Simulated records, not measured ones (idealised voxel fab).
voxel double patterning: a process module
The cross-section shown here is cut; it is 300 nm wide and divided into square cells measuring 5 nm on a side.
In this document a cross-section is written as a grid of square cells. It is given as a series of bands, listed from the top down, and a band is one or more rows of cells.
Basically the band line says how high the top is and how high the bottom is, in nm, and then what's in it from left to right, every material with its width in nm. Empty space shows up as "blank", and if a single material carries "full width" it runs the full band edge to edge.
Height 0 is the level under which the wafer as received is all one material. The lowest band goes on downwards, as in "0 nm and below".
When a width is written as two numbers, as in "30->40", the first number is the width in the top row of cells of the band and the second is the width in its bottom row, and the width changes by the same amount from each row to the next.
"no alterations made" -> step changed no cross-section cell.
The entry titled "Internal closed voids" provides the empty spaces that have no open way to the top, restricted to those of 8 cells or more. Each is presented as width x height at distance, the distance being measured from the left edge, with all three in nm.
Step line, after settings: the simulator's comment on this step.
overlay nm: mask offset rightward from planned place, masked step; negative means leftward offset.
**These are the steps we planned for the process**
1,RECEIVE (material Si)
2,CONFORMAL_DEP (material SiO2; thk nm 5)
3,DIRECTIONAL_DEP (material W; thk nm 15)
4,DIRECTIONAL_DEP (material SiCN; thk nm 10)
5,DIRECTIONAL_DEP (material aC; thk nm 15)
6,PATTERN (tone open; mask id FIRST; material resist; width nm 15; pitch nm 50; thk nm 30; overlay nm 0)
7,DIRECTIONAL_ETCH (etch materials aC; depth nm 15)
8,STRIP (etch materials resist)
9,DIRECTIONAL_ETCH (etch materials SiCN; depth nm 10)
10,STRIP (etch materials aC)
11,PATTERN (tone open; mask id SECOND; material resist; width nm 15; pitch nm 50; thk nm 15; overlay nm 0)
12,DIRECTIONAL_ETCH (etch materials SiCN; depth nm 10)
13,STRIP (etch materials resist)
14,DIRECTIONAL_ETCH (etch materials W; depth nm 15)
15,STRIP (etch materials SiCN)
Quick note for whoever runs this: the wafers start identical, but the thk nm at step 2 isn't the same across them. The plan just shows what the first wafer had.
**As-received state after step 1, first of several wafers, cross-section**
0 nm and below | Si full width
Internal closed voids: none
**Module end state after final step 15: cross-section of the first of several wafers**
20 nm to 5 nm | 90 W | 15 blank | 10 W | 15 blank | 10 W | 15 blank | 10 W | 15 blank | 10 W | 15 blank | 95 W
5 nm to 0 nm | SiO2 full width
0 nm and below | Si full width
Internal closed voids: none
**Last-wafer cross-section at the end of the module**
35 nm to 20 nm | 90 W | 15 blank | 10 W | 15 blank | 10 W | 15 blank | 10 W | 15 blank | 10 W | 15 blank | 95 W
20 nm to 0 nm | SiO2 full width
0 nm and below | Si full width
Internal closed voids: none
**Note: the following table is arranged by wafer, a row apiece. Each row reports the end-of-module state: per material, cells gained (+) or cells lost (-) compared with the wafer as received; closed voids follow**
thk nm 5; +60 SiO2; +135 W; Internal closed voids: none
thk nm 10; +120 SiO2; +135 W; Internal closed voids: none
thk nm 15; +180 SiO2; +135 W; Internal closed voids: none
thk nm 20; +240 SiO2; +135 W; Internal closed voids: none
